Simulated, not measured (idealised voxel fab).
Proc. module: voxel wiring stack
This is section cut - it's 185 nm across, gridded in 5 nm square cells.
A cross-section in this document is a grid of square cells, and it is written down as bands, the top band listed before the ones below it; a band is made up of one or more rows of cells. Top height, bottom height, nm. Materials left to right, width each, nm. Single material + "all across" = fills band edge to edge. "air" = empty. Measure heights from 0. That's the level where, below it, the as-received wafer is all one material. The lowest band is bottomless and extends downward; write it as in "from 0 down". You'd read "30->40" like this: the band's top row of cells is as wide as the first number, its bottom row is as wide as the second, and going down, every row changes width by the same amount as the row before did. "nothing different" after a step means that no cell of the cross-section changed. Look at "Closed internal voids" for the closed voids: empty spaces with no open path to the top, sized 8 cells or up. Each is width x height at distance, distance from the left edge, all nm. That trailing text on a step's line, after the settings, is the simulator's own remark on the step. What "overlay nm" on a step's line means: if the step has a mask, that mask lay this far to the right of its planned place, or, when the value is negative, to the left.

The planned process steps are enumerated hereunder:
| 1 | RECEIVE: material Si |
| 2 | CONFORMAL_DEP: material SiO2, thk nm 15 |
| 3 | CONFORMAL_DEP: material SiN, thk nm 5 |
| 4 | DIRECTIONAL_DEP: material lowk, thk nm 20 |
| 5 | PATTERN: tone open, mask id METAL_1, material resist, width nm 20, pitch nm 45, thk nm 20, overlay nm 0 |
| 6 | DIRECTIONAL_ETCH: etch materials lowk, depth nm 20 |
| 7 | DIRECTIONAL_ETCH: etch materials SiN, depth nm 5 |
| 8 | STRIP: etch materials resist |
| 9 | CONFORMAL_DEP: material TiN, thk nm 5 |
| 10 | FILL_DEP: material Cu, thk nm 10 |
| 11 | CMP: height nm 40 |
| 12 | EPI: material Ru, thk nm 5 |
| 13 | FILL_DEP: material SiCN, thk nm 5 |
| 14 | DIRECTIONAL_DEP: material lowk, thk nm 20 |
| 15 | MASKED_ETCH: tone open, mask id PLUG_1, width nm 15, pitch nm 90, etch materials lowk, depth nm 20, overlay nm 0 |
| 16 | MASKED_ETCH: tone open, mask id PLUG_1, width nm 15, pitch nm 90, etch materials SiCN, depth nm 5, overlay nm 0 |
| 17 | CONFORMAL_DEP: material TiN, thk nm 5 |
| 18 | FILL_DEP: material W, thk nm 5 |
| 19 | CMP: height nm 70 |
| 20 | DIRECTIONAL_DEP: material TiN, thk nm 5 |
| 21 | DIRECTIONAL_DEP: material Ru, thk nm 25 |
| 22 | DIRECTIONAL_DEP: material aC, thk nm 10 |
| 23 | PATTERN: tone cover, mask id METAL_2, material resist, width nm 15, pitch nm 45, thk nm 30, overlay nm 0 |
| 24 | DIRECTIONAL_ETCH: etch materials aC, depth nm 10 |
| 25 | STRIP: etch materials resist |
| 26 | DIRECTIONAL_ETCH: etch materials Ru, depth nm 25 |
| 27 | DIRECTIONAL_ETCH: etch materials TiN, depth nm 5 |
| 28 | STRIP: etch materials aC |
| 29 | FILL_DEP: material SiO2, thk nm 10 |
| 30 | CMP: height nm 100 |
| 31 | CONFORMAL_DEP: material SiCN, thk nm 5 |
Variable across wafers: step 23 width nm (plan value is that of the first wafer; starting state common to all).

Here's the first of the wafers in cross-section, just as we got it, i.e. after step 1:
- from 0 down | Si all across
- Closed internal voids: none

Wafer rows; end of module; cells per material since receipt: (+) gained, (-) lost; then closed voids:
width nm 15; +24 Cu; +63 Ru; +87 SiCN; +25 SiN; +279 SiO2; +67 TiN; +8 W; +224 lowk; Closed internal voids: none
width nm 20; +24 Cu; +78 Ru; +87 SiCN; +25 SiN; +261 SiO2; +70 TiN; +8 W; +224 lowk; Closed internal voids: none
width nm 25; +24 Cu; +93 Ru; +87 SiCN; +25 SiN; +243 SiO2; +73 TiN; +8 W; +224 lowk; Closed internal voids: none
width nm 30; +24 Cu; +108 Ru; +87 SiCN; +25 SiN; +225 SiO2; +76 TiN; +8 W; +224 lowk; Closed internal voids: none
